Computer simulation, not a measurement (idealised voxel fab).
Documented hereafter: the process module known as voxel self aligned contacts.
Square cells of 5 nm make up the cross-section cut, whose width is 225 nm.
Square cells in a grid make up a cross-section in this document, and the grid is given as bands, listed from the top down, each one or more rows of cells. Band: top and bottom heights (nm) first, top before bottom; then materials from left to right, widths in nm. "everywhere" marks a sole material filling the band edge to edge. "empty" denotes empty space. Heights are measured from 0, the level below which the as-received wafer is all one material; the lowest band has no bottom and continues downward, written as in "from 0 down". It should be noted that a width expressed as "30..40" varies in equal increments from row to row of cells within the band, taking the value of the first number at the top row and that of the second number at the bottom row. Reading "no change occurred" for a step: not a cell of the cross-section changed in it. Reported under the label "Closed-off voids" are the empty spaces having no open way to the top and comprising 8 cells or more; the notation for each is width x height at distance, in which the distance is measured from the left edge and all three values are in nm. Heads up: the bit after the settings on a step's line is the simulator's remark on that step. You can add "overlay nm" to a step's line. For a step with a mask, it describes how far the mask lay to the right of its planned position, and a negative number describes a lay to the left.
INTENDED PROCESS STEPS
1. RECEIVE with material Si
2. OXIDIZE with depth nm 5
3. DIRECTIONAL_DEP with material polySi, thk nm 30
4. DIRECTIONAL_DEP with material SiN, thk nm 20
5. PATTERN with tone cover, mask id GATE, material resist, width nm 35, pitch nm 70, thk nm 20, overlay nm 0
6. DIRECTIONAL_ETCH with etch materials SiN, depth nm 20
7. DIRECTIONAL_ETCH with etch materials polySi, depth nm 30
8. STRIP with etch materials resist
9. CONFORMAL_DEP with material SiN, thk nm 5
10. DIRECTIONAL_ETCH with etch materials SiN, depth nm 5
11. FILL_DEP with material SiO2, thk nm 20
12. CMP with height nm 60
13. DIRECTIONAL_DEP with material aC, thk nm 10
14. PATTERN with tone open, mask id CONTACT, material resist, width nm 55, pitch nm 70, thk nm 25, overlay nm 0
15. DIRECTIONAL_ETCH with etch materials aC, depth nm 10
16. STRIP with etch materials resist
17. DIRECTIONAL_ETCH with etch materials SiO2, depth nm 65
18. STRIP with etch materials aC
19. CONFORMAL_DEP with material TiN, thk nm 5
20. FILL_DEP with material W, thk nm 5
21. CMP with height nm 60
22. CONFORMAL_DEP with material SiN, thk nm 5
HERE'S WHAT THE WAFER LOOKED LIKE IN CROSS-SECTION WHEN IT ARRIVED - THAT'S AFTER STEP 1
- from 0 down = Si everywhere
- Closed-off voids: none
CROSS-SECTION TAKEN AT MODULE COMPLETION ON THE FIRST OF TWO WAFERS; PROCESSED PER THE PLAN
- from 65 to 60 = SiN everywhere
- from 60 to 50 = SiO2: 50  TiN: 5..20  W: 45..15  TiN: 5..20  SiO2: 15  TiN: 5..20  W: 45..15  TiN: 5..20  SiO2: 50
- from 50 to 30 = SiO2: 20  SiN: 45  TiN: 5  W: 15  TiN: 5  SiN: 45  TiN: 5  W: 15  TiN: 5  SiN: 45  SiO2: 20
- from 30 to 0 = SiO2: 20  SiN: 5  polySi: 35  SiN: 5  TiN: 5  W: 15  TiN: 5  SiN: 5  polySi: 35  SiN: 5  TiN: 5  W: 15  TiN: 5  SiN: 5  polySi: 35  SiN: 5  SiO2: 20
- from 0 to -5 = SiO2: 65  TiN: 25  SiO2: 45  TiN: 25  SiO2: 65
- from -5 down = Si everywhere
- Closed-off voids: none
SECOND WAFER OF THE TWO, SECTIONED AT THE END OF THE MODULE. IT BEGAN LIKE THE FIRST AND FOLLOWED THE SAME PLAN, BUT ONE MISTAKE WAS MADE WHILE RUNNING IT
- from 65 to 60 = SiN everywhere
- from 60 to 50 = SiO2: 50  TiN: 5..20  W: 45..15  TiN: 5..20  SiO2: 15  TiN: 5..20  W: 45..15  TiN: 5..20  SiO2: 50
- from 50 to 30 = SiO2: 20  SiN: 45  TiN: 5  W: 15  TiN: 5  SiN: 45  TiN: 5  W: 15  TiN: 5  SiN: 45  SiO2: 20
- from 30 to 25 = SiO2: 65  TiN: 25  SiO2: 45  TiN: 25  SiO2: 65
- from 25 to 0 = polySi everywhere
- from 0 down = Si everywhere
- Closed-off voids: none
What broke from the plan during processing? note: step 2 <-> step 3, run order reversed vs plan
It is noted that, at the conclusion of processing, the second wafer exhibits a higher or lower cell count for certain materials relative to the first: +45 Si; -36 SiN; -48 SiO2; -24 TiN; -36 W; +99 polySi
